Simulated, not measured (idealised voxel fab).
process module | voxel self aligned contacts
cross-section cut | 240 nm wide | cells 5 nm
A cross-section is a grid of square cells, given in bands from the top down. A band is one or more rows of cells.
Each band's line starts with the height of the band's top and of its bottom, in nm. Then come its materials from left to right, each with its width in nm. One material with "throughout" fills the band from edge to edge. "air" is empty space.
Height 0 is the level under which the wafer as received is all one material. The lowest band goes on downwards, as in "0 down".
A width such as "30 to 40" changes by the same amount from each row of cells to the next, from the band's top row to its bottom row.
"no change" after a step means that no cell of the cross-section changed.
closed voids: empty space of 8 cells or more with no open way to the top, each as width x height at its distance from the left edge, in nm
after a step's settings: what the simulator itself notes on the step
overlay nm, on a step with a mask: how far to the right of its planned place the mask lay; to the left if negative
plan
1 op RECEIVE | material Si
2 op CONFORMAL_DEP | material SiO2 | thk nm 5
3 op DIRECTIONAL_DEP | material polySi | thk nm 20
4 op DIRECTIONAL_DEP | material SiN | thk nm 20
5 op MASKED_ETCH | tone cover | mask id GATE | width nm 25 | pitch nm 65 | etch materials SiN | depth nm 20 | overlay nm 0
6 op MASKED_ETCH | tone cover | mask id GATE | width nm 25 | pitch nm 65 | etch materials polySi | depth nm 20 | overlay nm 0
7 op CONFORMAL_DEP | material SiN | thk nm 10
8 op DIRECTIONAL_ETCH | etch materials SiN | depth nm 10
9 op FILL_DEP | material SiO2 | thk nm 10
10 op CMP | height nm 50
11 op DIRECTIONAL_DEP | material aC | thk nm 15
12 op PATTERN | tone open | mask id CONTACT | material resist | width nm 50 | pitch nm 65 | thk nm 30 | overlay nm 0
13 op DIRECTIONAL_ETCH | etch materials aC | depth nm 15
14 op STRIP | etch materials resist
15 op DIRECTIONAL_ETCH | etch materials SiO2 | depth nm 50
16 op STRIP | etch materials aC
17 op CONFORMAL_DEP | material TiN | thk nm 5
18 op FILL_DEP | material Ru | thk nm 10
19 op CMP | height nm 50
20 op CONFORMAL_DEP | material SiN | thk nm 5
first wafer, as planned
as received, after step 1
  0 down: Si throughout
  closed voids: none
after step 2
  5 to 0: SiO2 throughout
  below 0: unchanged
after step 3
  25 to 5: polySi throughout
  below 5: unchanged
after step 4
  45 to 25: SiN throughout
  below 25: unchanged
after step 5
  45 to 25: air 40 | SiN 25 | air 40 | SiN 25 | air 40 | SiN 25 | air 45
  below 25: unchanged
after step 6
  45 to 25: air 40 | SiN 25 | air 40 | SiN 25 | air 40 | SiN 25 | air 45
  25 to 5: air 40 | polySi 25 | air 40 | polySi 25 | air 40 | polySi 25 | air 45
  below 5: unchanged
after step 7
  55 to 25: air 30 | SiN 45 | air 20 | SiN 45 | air 20 | SiN 45 | air 35
  25 to 15: air 30 | SiN 10 | polySi 25 | SiN 10 | air 20 | SiN 10 | polySi 25 | SiN 10 | air 20 | SiN 10 | polySi 25 | SiN 10 | air 35
  15 to 5: SiN 40 | polySi 25 | SiN 40 | polySi 25 | SiN 40 | polySi 25 | SiN 45
  below 5: unchanged
after step 8
  45 to 25: air 30 | SiN 45 | air 20 | SiN 45 | air 20 | SiN 45 | air 35
  25 to 5: air 30 | SiN 10 | polySi 25 | SiN 10 | air 20 | SiN 10 | polySi 25 | SiN 10 | air 20 | SiN 10 | polySi 25 | SiN 10 | air 35
  below 5: unchanged
after step 9
  55 to 45: SiO2 throughout
  45 to 25: SiO2 30 | SiN 45 | SiO2 20 | SiN 45 | SiO2 20 | SiN 45 | SiO2 35
  25 to 5: SiO2 30 | SiN 10 | polySi 25 | SiN 10 | SiO2 20 | SiN 10 | polySi 25 | SiN 10 | SiO2 20 | SiN 10 | polySi 25 | SiN 10 | SiO2 35
  below 5: unchanged
after step 10
  50 to 45: SiO2 throughout
  below 45: unchanged
after step 11
  65 to 50: aC throughout
  below 50: unchanged
after step 12
  95 to 65: resist 60 | air 50 | resist 15 | air 50 | resist 65
  below 65: unchanged
after step 13
  80 to 65: resist 60 | air 50 | resist 15 | air 50 | resist 65
  65 to 50: aC 60 | air 50 | aC 15 | air 50 | aC 65
  below 50: unchanged
after step 14
  65 to 50: aC 60 | air 50 | aC 15 | air 50 | aC 65
  below 50: unchanged
after step 15
  65 to 50: aC 60 | air 50 | aC 15 | air 50 | aC 65
  50 to 45: SiO2 60 | air 50 | SiO2 15 | air 50 | SiO2 65
  45 to 25: SiO2 30 | SiN 45 | air 20 | SiN 45 | air 20 | SiN 45 | SiO2 35
  25 to 5: SiO2 30 | SiN 10 | polySi 25 | SiN 10 | air 20 | SiN 10 | polySi 25 | SiN 10 | air 20 | SiN 10 | polySi 25 | SiN 10 | SiO2 35
  5 to 0: SiO2 75 | air 20 | SiO2 45 | air 20 | SiO2 80
  below 0: unchanged
after step 16
  50 to 45: SiO2 60 | air 50 | SiO2 15 | air 50 | SiO2 65
  below 45: unchanged
after step 17
  55 to 50: TiN 65 | air 40 | TiN 25 | air 40 | TiN 70
  50 to 45: SiO2 60 | TiN 20 | air 10 | TiN 20 | SiO2 15 | TiN 20 | air 10 | TiN 20 | SiO2 65
  45 to 25: SiO2 30 | SiN 45 | TiN 5 | air 10 | TiN 5 | SiN 45 | TiN 5 | air 10 | TiN 5 | SiN 45 | SiO2 35
  25 to 5: SiO2 30 | SiN 10 | polySi 25 | SiN 10 | TiN 5 | air 10 | TiN 5 | SiN 10 | polySi 25 | SiN 10 | TiN 5 | air 10 | TiN 5 | SiN 10 | polySi 25 | SiN 10 | SiO2 35
  5 to 0: SiO2 75 | TiN 20 | SiO2 45 | TiN 20 | SiO2 80
  below 0: unchanged
after step 18
  65 to 55: Ru throughout
  55 to 50: TiN 65 | Ru 40 | TiN 25 | Ru 40 | TiN 70
  50 to 45: SiO2 60 | TiN 20 | Ru 10 | TiN 20 | SiO2 15 | TiN 20 | Ru 10 | TiN 20 | SiO2 65
  45 to 25: SiO2 30 | SiN 45 | TiN 5 | Ru 10 | TiN 5 | SiN 45 | TiN 5 | Ru 10 | TiN 5 | SiN 45 | SiO2 35
  25 to 5: SiO2 30 | SiN 10 | polySi 25 | SiN 10 | TiN 5 | Ru 10 | TiN 5 | SiN 10 | polySi 25 | SiN 10 | TiN 5 | Ru 10 | TiN 5 | SiN 10 | polySi 25 | SiN 10 | SiO2 35
  below 5: unchanged
after step 19
  50 to 45: SiO2 60 | TiN 20 | Ru 10 | TiN 20 | SiO2 15 | TiN 20 | Ru 10 | TiN 20 | SiO2 65
  below 45: unchanged
after step 20
  55 to 50: SiN throughout
  below 50: unchanged
second wafer: like start, like plan, one mistake. Through step 5 it matches the first wafer
when step 6 should have ended
  45 to 25: air 40 | SiN 25 | air 40 | SiN 25 | air 40 | SiN 25 | air 45
  25 to 5: air 35 | polySi 30 | air 35 | polySi 30 | air 35 | polySi 30 | air 45
  below 5: unchanged
when step 7 should have ended
  55 to 35: air 30 | SiN 45 | air 20 | SiN 45 | air 20 | SiN 45 | air 35
  35 to 25: air 25 | SiN 50 | air 15 | SiN 50 | air 15 | SiN 50 | air 35
  25 to 15: air 25 | SiN 10 | polySi 30 | SiN 10 | air 15 | SiN 10 | polySi 30 | SiN 10 | air 15 | SiN 10 | polySi 30 | SiN 10 | air 35
  15 to 5: SiN 35 | polySi 30 | SiN 35 | polySi 30 | SiN 35 | polySi 30 | SiN 45
  below 5: unchanged
when step 8 should have ended
  45 to 25: air 30 | SiN 45 | air 20 | SiN 45 | air 20 | SiN 45 | air 35
  25 to 5: air 25 | SiN 10 | polySi 30 | SiN 10 | air 15 | SiN 10 | polySi 30 | SiN 10 | air 15 | SiN 10 | polySi 30 | SiN 10 | air 35
  below 5: unchanged
when step 9 should have ended
  55 to 45: SiO2 throughout
  45 to 25: SiO2 30 | SiN 45 | SiO2 20 | SiN 45 | SiO2 20 | SiN 45 | SiO2 35
  25 to 5: SiO2 25 | SiN 10 | polySi 30 | SiN 10 | SiO2 15 | SiN 10 | polySi 30 | SiN 10 | SiO2 15 | SiN 10 | polySi 30 | SiN 10 | SiO2 35
  below 5: unchanged
when step 10 should have ended
  50 to 45: SiO2 throughout
  below 45: unchanged
when step 11 should have ended
  65 to 50: aC throughout
  below 50: unchanged
when step 12 should have ended
  95 to 65: resist 60 | air 50 | resist 15 | air 50 | resist 65
  below 65: unchanged
when step 13 should have ended
  80 to 65: resist 60 | air 50 | resist 15 | air 50 | resist 65
  65 to 50: aC 60 | air 50 | aC 15 | air 50 | aC 65
  below 50: unchanged
when step 14 should have ended
  65 to 50: aC 60 | air 50 | aC 15 | air 50 | aC 65
  below 50: unchanged
when step 15 should have ended
  65 to 50: aC 60 | air 50 | aC 15 | air 50 | aC 65
  50 to 45: SiO2 60 | air 50 | SiO2 15 | air 50 | SiO2 65
  45 to 25: SiO2 30 | SiN 45 | air 20 | SiN 45 | air 20 | SiN 45 | SiO2 35
  25 to 5: SiO2 25 | SiN 10 | polySi 30 | SiN 10 | air 15 | SiN 10 | polySi 30 | SiN 10 | air 15 | SiN 10 | polySi 30 | SiN 10 | SiO2 35
  5 to 0: SiO2 75 | air 15 | SiO2 50 | air 15 | SiO2 85
  below 0: unchanged
when step 16 should have ended
  50 to 45: SiO2 60 | air 50 | SiO2 15 | air 50 | SiO2 65
  below 45: unchanged
when step 17 should have ended
  55 to 50: TiN 65 | air 40 | TiN 25 | air 40 | TiN 70
  50 to 45: SiO2 60 | TiN 20 | air 10 | TiN 20 | SiO2 15 | TiN 20 | air 10 | TiN 20 | SiO2 65
  45 to 30: SiO2 30 | SiN 45 | TiN 5 | air 10 | TiN 5 | SiN 45 | TiN 5 | air 10 | TiN 5 | SiN 45 | SiO2 35
  30 to 25: SiO2 30 | SiN 45 | TiN 5 | air 5 | TiN 10 | SiN 45 | TiN 5 | air 5 | TiN 10 | SiN 45 | SiO2 35
  25 to 5: SiO2 25 | SiN 10 | polySi 30 | SiN 10 | TiN 5 | air 5 | TiN 5 | SiN 10 | polySi 30 | SiN 10 | TiN 5 | air 5 | TiN 5 | SiN 10 | polySi 30 | SiN 10 | SiO2 35
  5 to 0: SiO2 75 | TiN 15 | SiO2 50 | TiN 15 | SiO2 85
  below 0: unchanged
when step 18 should have ended
  65 to 55: Ru throughout
  55 to 50: TiN 65 | Ru 40 | TiN 25 | Ru 40 | TiN 70
  50 to 45: SiO2 60 | TiN 20 | Ru 10 | TiN 20 | SiO2 15 | TiN 20 | Ru 10 | TiN 20 | SiO2 65
  45 to 30: SiO2 30 | SiN 45 | TiN 5 | Ru 10 | TiN 5 | SiN 45 | TiN 5 | Ru 10 | TiN 5 | SiN 45 | SiO2 35
  30 to 25: SiO2 30 | SiN 45 | TiN 5 | Ru 5 | TiN 10 | SiN 45 | TiN 5 | Ru 5 | TiN 10 | SiN 45 | SiO2 35
  25 to 5: SiO2 25 | SiN 10 | polySi 30 | SiN 10 | TiN 5 | Ru 5 | TiN 5 | SiN 10 | polySi 30 | SiN 10 | TiN 5 | Ru 5 | TiN 5 | SiN 10 | polySi 30 | SiN 10 | SiO2 35
  below 5: unchanged
when step 19 should have ended
  50 to 45: SiO2 60 | TiN 20 | Ru 10 | TiN 20 | SiO2 15 | TiN 20 | Ru 10 | TiN 20 | SiO2 65
  below 45: unchanged
when step 20 should have ended
  55 to 50: SiN throughout
  below 50: unchanged
what went wrong: step 6 ran as: op MASKED_ETCH | tone cover | mask id GATE | width nm 25 | pitch nm 65 | etch materials polySi | depth nm 20 | overlay nm -5
at the end the second wafer has, in cells: 10 fewer of Ru | 2 fewer of SiO2 | 12 more of polySi
